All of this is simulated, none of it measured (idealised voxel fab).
process module | voxel capacitor over wiring
cross-section cut | 300 nm wide | cells 5 nm
A cross-section is a grid of square cells, given in bands from the top down. A band is one or more rows of cells.
Each band's line starts with the height of the band's top and of its bottom, in nm. Then come its materials from left to right, each with its width in nm. One material with "throughout" fills the band from edge to edge. "air" is empty space.
Height 0 is the level under which the wafer as received is all one material. The lowest band goes on downwards, as in "0 down".
A width such as "30 to 40" changes by the same amount from each row of cells to the next, from the band's top row to its bottom row.
"no change" after a step means that no cell of the cross-section changed.
closed voids: empty space of 8 cells or more with no open way to the top, each as width x height at its distance from the left edge, in nm
after a step's settings: what the simulator itself notes on the step
overlay nm, on a step with a mask: how far to the right of its planned place the mask lay; to the left if negative
plan
1 op RECEIVE | material Si
2 op CONFORMAL_DEP | material SiO2 | thk nm 10
3 op CONFORMAL_DEP | material SiN | thk nm 5
4 op DIRECTIONAL_DEP | material SiO2 | thk nm 20
5 op DIRECTIONAL_DEP | material aC | thk nm 10
6 op PATTERN | tone open | mask id METAL_1 | material resist | width nm 20 | pitch nm 75 | thk nm 30 | overlay nm 0
7 op DIRECTIONAL_ETCH | etch materials aC | depth nm 10
8 op STRIP | etch materials resist
9 op DIRECTIONAL_ETCH | etch materials SiO2 | depth nm 20
10 op DIRECTIONAL_ETCH | etch materials SiN | depth nm 5
11 op STRIP | etch materials aC
12 op CONFORMAL_DEP | material TiN | thk nm 5
13 op FILL_DEP | material Cu | thk nm 10
14 op CMP | height nm 35
15 op CONFORMAL_DEP | material SiCN | thk nm 5
16 op DIRECTIONAL_DEP | material lowk | thk nm 10
17 op DIRECTIONAL_DEP | material aC | thk nm 10
18 op PATTERN | tone open | mask id PLUG_1 | material resist | width nm 15 | thk nm 30 | overlay nm 0
19 op DIRECTIONAL_ETCH | etch materials aC | depth nm 10
20 op STRIP | etch materials resist
21 op DIRECTIONAL_ETCH | etch materials lowk | depth nm 10
22 op DIRECTIONAL_ETCH | etch materials SiCN | depth nm 5
23 op STRIP | etch materials aC
24 op CONFORMAL_DEP | material TiN | thk nm 5
25 op FILL_DEP | material W | thk nm 10
26 op CMP | height nm 50
27 op DIRECTIONAL_DEP | material TiN | thk nm 10
28 op DIRECTIONAL_DEP | material Al2O3 | thk nm 5
29 op DIRECTIONAL_DEP | material TiN | thk nm 10
30 op MASKED_ETCH | tone cover | mask id UPPER_PLATE | width nm 60 | etch materials TiN | depth nm 10 | overlay nm 0
31 op MASKED_ETCH | tone cover | mask id UPPER_PLATE | width nm 60 | etch materials Al2O3 | depth nm 5 | overlay nm 0
32 op MASKED_ETCH | tone cover | mask id LOWER_PLATE | width nm 70 | etch materials TiN | depth nm 10 | overlay nm 0
33 op FILL_DEP | material SiO2 | thk nm 15
34 op CMP | height nm 85
35 op MASKED_ETCH | tone open | mask id PLUG_2 | width nm 15 | etch materials SiO2 | depth nm 10 | overlay nm 0
36 op CONFORMAL_DEP | material TiN | thk nm 5
37 op FILL_DEP | material Cu | thk nm 10
38 op CMP | height nm 85
39 op CONFORMAL_DEP | material SiN | thk nm 5
first wafer, as planned
as received, after step 1
  0 down: Si throughout
  closed voids: none
after step 2
  10 to 0: SiO2 throughout
  below 0: unchanged
after step 3
  15 to 10: SiN throughout
  below 10: unchanged
after step 4
  35 to 15: SiO2 throughout
  below 15: unchanged
after step 5
  45 to 35: aC throughout
  below 35: unchanged
after step 6
  75 to 45: resist 100 | air 20 | resist 55 | air 20 | resist 105
  below 45: unchanged
after step 7
  65 to 45: resist 100 | air 20 | resist 55 | air 20 | resist 105
  45 to 35: aC 100 | air 20 | aC 55 | air 20 | aC 105
  below 35: unchanged
after step 8
  45 to 35: aC 100 | air 20 | aC 55 | air 20 | aC 105
  below 35: unchanged
after step 9
  45 to 35: aC 100 | air 20 | aC 55 | air 20 | aC 105
  35 to 15: SiO2 100 | air 20 | SiO2 55 | air 20 | SiO2 105
  below 15: unchanged
after step 10
  45 to 35: aC 100 | air 20 | aC 55 | air 20 | aC 105
  35 to 15: SiO2 100 | air 20 | SiO2 55 | air 20 | SiO2 105
  15 to 10: SiN 100 | air 20 | SiN 55 | air 20 | SiN 105
  below 10: unchanged
after step 11
  35 to 15: SiO2 100 | air 20 | SiO2 55 | air 20 | SiO2 105
  below 15: unchanged
after step 12
  40 to 35: TiN 105 | air 10 | TiN 65 | air 10 | TiN 110
  35 to 15: SiO2 100 | TiN 5 | air 10 | TiN 5 | SiO2 55 | TiN 5 | air 10 | TiN 5 | SiO2 105
  15 to 10: SiN 100 | TiN 20 | SiN 55 | TiN 20 | SiN 105
  below 10: unchanged
after step 13
  50 to 40: Cu throughout
  40 to 35: TiN 105 | Cu 10 | TiN 65 | Cu 10 | TiN 110
  35 to 15: SiO2 100 | TiN 5 | Cu 10 | TiN 5 | SiO2 55 | TiN 5 | Cu 10 | TiN 5 | SiO2 105
  below 15: unchanged
after step 14
  35 to 15: SiO2 100 | TiN 5 | Cu 10 | TiN 5 | SiO2 55 | TiN 5 | Cu 10 | TiN 5 | SiO2 105
  below 15: unchanged
after step 15
  40 to 35: SiCN throughout
  below 35: unchanged
after step 16
  50 to 40: lowk throughout
  below 40: unchanged
after step 17
  60 to 50: aC throughout
  below 50: unchanged
after step 18
  90 to 60: resist 105 | air 15 | resist 180
  below 60: unchanged
after step 19
  80 to 60: resist 105 | air 15 | resist 180
  60 to 50: aC 105 | air 15 | aC 180
  below 50: unchanged
after step 20
  60 to 50: aC 105 | air 15 | aC 180
  below 50: unchanged
after step 21
  60 to 50: aC 105 | air 15 | aC 180
  50 to 40: lowk 105 | air 15 | lowk 180
  below 40: unchanged
after step 22
  60 to 50: aC 105 | air 15 | aC 180
  50 to 40: lowk 105 | air 15 | lowk 180
  40 to 35: SiCN 105 | air 15 | SiCN 180
  below 35: unchanged
after step 23
  50 to 40: lowk 105 | air 15 | lowk 180
  below 40: unchanged
after step 24
  55 to 50: TiN 110 | air 5 | TiN 185
  50 to 40: lowk 105 | TiN 5 | air 5 | TiN 5 | lowk 180
  40 to 35: SiCN 105 | TiN 15 | SiCN 180
  below 35: unchanged
after step 25
  65 to 55: W throughout
  55 to 50: TiN 110 | W 5 | TiN 185
  50 to 40: lowk 105 | TiN 5 | W 5 | TiN 5 | lowk 180
  below 40: unchanged
after step 26
  50 to 40: lowk 105 | TiN 5 | W 5 | TiN 5 | lowk 180
  below 40: unchanged
after step 27
  60 to 50: TiN throughout
  below 50: unchanged
after step 28
  65 to 60: Al2O3 throughout
  below 60: unchanged
after step 29
  75 to 65: TiN throughout
  below 65: unchanged
after step 30
  75 to 65: air 105 | TiN 60 | air 135
  below 65: unchanged
after step 31
  75 to 65: air 105 | TiN 60 | air 135
  65 to 60: air 105 | Al2O3 60 | air 135
  below 60: unchanged
after step 32
  75 to 65: air 105 | TiN 60 | air 135
  65 to 60: air 105 | Al2O3 60 | air 135
  60 to 50: air 100 | TiN 70 | air 130
  below 50: unchanged
after step 33
  90 to 75: SiO2 throughout
  75 to 65: SiO2 105 | TiN 60 | SiO2 135
  65 to 60: SiO2 105 | Al2O3 60 | SiO2 135
  60 to 50: SiO2 100 | TiN 70 | SiO2 130
  below 50: unchanged
after step 34
  85 to 75: SiO2 throughout
  below 75: unchanged
after step 35
  85 to 75: SiO2 115 | air 15 | SiO2 170
  below 75: unchanged
after step 36
  90 to 85: TiN 120 | air 5 | TiN 175
  85 to 80: SiO2 115 | TiN 5 | air 5 | TiN 5 | SiO2 170
  80 to 75: SiO2 115 | TiN 15 | SiO2 170
  below 75: unchanged
after step 37
  100 to 90: Cu throughout
  90 to 85: TiN 120 | Cu 5 | TiN 175
  85 to 80: SiO2 115 | TiN 5 | Cu 5 | TiN 5 | SiO2 170
  below 80: unchanged
after step 38
  85 to 80: SiO2 115 | TiN 5 | Cu 5 | TiN 5 | SiO2 170
  below 80: unchanged
after step 39
  90 to 85: SiN throughout
  below 85: unchanged
second wafer: like start, like plan, one mistake. Through step 25 it matches the first wafer
when step 26 should have ended: no change
when step 27 should have ended
  75 to 65: TiN throughout
  below 65: unchanged
when step 28 should have ended
  80 to 75: Al2O3 throughout
  below 75: unchanged
when step 29 should have ended
  90 to 80: TiN throughout
  below 80: unchanged
when step 30 should have ended
  90 to 80: air 105 | TiN 60 | air 135
  below 80: unchanged
when step 31 should have ended
  90 to 80: air 105 | TiN 60 | air 135
  80 to 75: air 105 | Al2O3 60 | air 135
  below 75: unchanged
when step 32 should have ended
  90 to 80: air 105 | TiN 60 | air 135
  80 to 75: air 105 | Al2O3 60 | air 135
  75 to 65: air 100 | TiN 70 | air 130
  below 65: unchanged
when step 33 should have ended
  105 to 90: SiO2 throughout
  90 to 80: SiO2 105 | TiN 60 | SiO2 135
  80 to 75: SiO2 105 | Al2O3 60 | SiO2 135
  75 to 65: SiO2 100 | TiN 70 | SiO2 130
  below 65: unchanged
when step 34 should have ended
  85 to 80: SiO2 105 | TiN 60 | SiO2 135
  below 80: unchanged
when step 35 should have ended: no change
when step 36 should have ended
  90 to 85: TiN throughout
  below 85: unchanged
when step 37 should have ended
  100 to 90: Cu throughout
  below 90: unchanged
when step 38 should have ended
  85 to 80: SiO2 105 | TiN 60 | SiO2 135
  below 80: unchanged
when step 39 should have ended
  90 to 85: SiN throughout
  below 85: unchanged
what went wrong: step 26 was left out
at the end the second wafer has, in cells: 1 fewer of Cu | 162 fewer of SiO2 | 42 more of TiN | 121 more of W
